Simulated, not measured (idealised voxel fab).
process module | voxel fin reveal
cross-section cut | 195 nm wide | cells 5 nm
A cross-section is a grid of square cells, given in bands from the top down. A band is one or more rows of cells.
Each band's line starts with the height of the band's top and of its bottom, in nm. Then come its materials from left to right, each with its width in nm. One material with "throughout" fills the band from edge to edge. "air" is empty space.
Height 0 is the level under which the wafer as received is all one material. The lowest band goes on downwards, as in "0 down".
A width such as "30 to 40" changes by the same amount from each row of cells to the next, from the band's top row to its bottom row.
"no change" after a step means that no cell of the cross-section changed.
closed voids: empty space of 8 cells or more with no open way to the top, each as width x height at its distance from the left edge, in nm
after a step's settings: what the simulator itself notes on the step
overlay nm, on a step with a mask: how far to the right of its planned place the mask lay; to the left if negative
plan
1 op RECEIVE | material Si
2 op CONFORMAL_DEP | material SiN | thk nm 10
3 op PATTERN | tone cover | mask id FINS | material resist | width nm 15 | pitch nm 45 | thk nm 20 | overlay nm 0
4 op DIRECTIONAL_ETCH | etch materials SiN | depth nm 10
5 op DIRECTIONAL_ETCH | etch materials Si | depth nm 35
6 op STRIP | etch materials resist
7 op FILL_DEP | material SiO2 | thk nm 15
8 op CMP | height nm 10
9 op SELECTIVE_ETCH | etch materials SiO2 | depth nm 35
10 op STRIP | etch materials SiN
first wafer, as planned
as received, after step 1
  0 down: Si throughout
  closed voids: none
after step 2
  10 to 0: SiN throughout
  below 0: unchanged
after step 3
  30 to 10: air 20 | resist 15 | air 30 | resist 15 | air 30 | resist 15 | air 30 | resist 15 | air 25
  below 10: unchanged
after step 4
  30 to 10: air 20 | resist 15 | air 30 | resist 15 | air 30 | resist 15 | air 30 | resist 15 | air 25
  10 to 0: air 20 | SiN 15 | air 30 | SiN 15 | air 30 | SiN 15 | air 30 | SiN 15 | air 25
  below 0: unchanged
after step 5
  30 to 10: air 20 | resist 15 | air 30 | resist 15 | air 30 | resist 15 | air 30 | resist 15 | air 25
  10 to 0: air 20 | SiN 15 | air 30 | SiN 15 | air 30 | SiN 15 | air 30 | SiN 15 | air 25
  0 to -35: air 20 | Si 15 | air 30 | Si 15 | air 30 | Si 15 | air 30 | Si 15 | air 25
  below -35: unchanged
after step 6
  10 to 0: air 20 | SiN 15 | air 30 | SiN 15 | air 30 | SiN 15 | air 30 | SiN 15 | air 25
  below 0: unchanged
after step 7
  25 to 10: SiO2 throughout
  10 to 0: SiO2 20 | SiN 15 | SiO2 30 | SiN 15 | SiO2 30 | SiN 15 | SiO2 30 | SiN 15 | SiO2 25
  0 to -35: SiO2 20 | Si 15 | SiO2 30 | Si 15 | SiO2 30 | Si 15 | SiO2 30 | Si 15 | SiO2 25
  below -35: unchanged
after step 8
  10 to 0: SiO2 20 | SiN 15 | SiO2 30 | SiN 15 | SiO2 30 | SiN 15 | SiO2 30 | SiN 15 | SiO2 25
  below 0: unchanged
after step 9
  10 to 0: air 20 | SiN 15 | air 30 | SiN 15 | air 30 | SiN 15 | air 30 | SiN 15 | air 25
  0 to -25: air 20 | Si 15 | air 30 | Si 15 | air 30 | Si 15 | air 30 | Si 15 | air 25
  below -25: unchanged
after step 10
  0 to -25: air 20 | Si 15 | air 30 | Si 15 | air 30 | Si 15 | air 30 | Si 15 | air 25
  below -25: unchanged
second wafer: like start, like plan, one mistake. Through step 2 it matches the first wafer
when step 3 should have ended
  30 to 10: air 25 | resist 15 | air 30 | resist 15 | air 30 | resist 15 | air 30 | resist 15 | air 20
  below 10: unchanged
when step 4 should have ended
  30 to 10: air 25 | resist 15 | air 30 | resist 15 | air 30 | resist 15 | air 30 | resist 15 | air 20
  10 to 0: air 25 | SiN 15 | air 30 | SiN 15 | air 30 | SiN 15 | air 30 | SiN 15 | air 20
  below 0: unchanged
when step 5 should have ended
  30 to 10: air 25 | resist 15 | air 30 | resist 15 | air 30 | resist 15 | air 30 | resist 15 | air 20
  10 to 0: air 25 | SiN 15 | air 30 | SiN 15 | air 30 | SiN 15 | air 30 | SiN 15 | air 20
  0 to -35: air 25 | Si 15 | air 30 | Si 15 | air 30 | Si 15 | air 30 | Si 15 | air 20
  below -35: unchanged
when step 6 should have ended
  10 to 0: air 25 | SiN 15 | air 30 | SiN 15 | air 30 | SiN 15 | air 30 | SiN 15 | air 20
  below 0: unchanged
when step 7 should have ended
  25 to 10: SiO2 throughout
  10 to 0: SiO2 25 | SiN 15 | SiO2 30 | SiN 15 | SiO2 30 | SiN 15 | SiO2 30 | SiN 15 | SiO2 20
  0 to -35: SiO2 25 | Si 15 | SiO2 30 | Si 15 | SiO2 30 | Si 15 | SiO2 30 | Si 15 | SiO2 20
  below -35: unchanged
when step 8 should have ended
  10 to 0: SiO2 25 | SiN 15 | SiO2 30 | SiN 15 | SiO2 30 | SiN 15 | SiO2 30 | SiN 15 | SiO2 20
  below 0: unchanged
when step 9 should have ended
  10 to 0: air 25 | SiN 15 | air 30 | SiN 15 | air 30 | SiN 15 | air 30 | SiN 15 | air 20
  0 to -25: air 25 | Si 15 | air 30 | Si 15 | air 30 | Si 15 | air 30 | Si 15 | air 20
  below -25: unchanged
when step 10 should have ended
  0 to -25: air 25 | Si 15 | air 30 | Si 15 | air 30 | Si 15 | air 30 | Si 15 | air 20
  below -25: unchanged
what went wrong: step 3 ran as: op PATTERN | tone cover | mask id FINS | material resist | width nm 15 | pitch nm 45 | thk nm 20 | overlay nm 5
at the end the second wafer has, in cells: as many of each material as the first, in other places
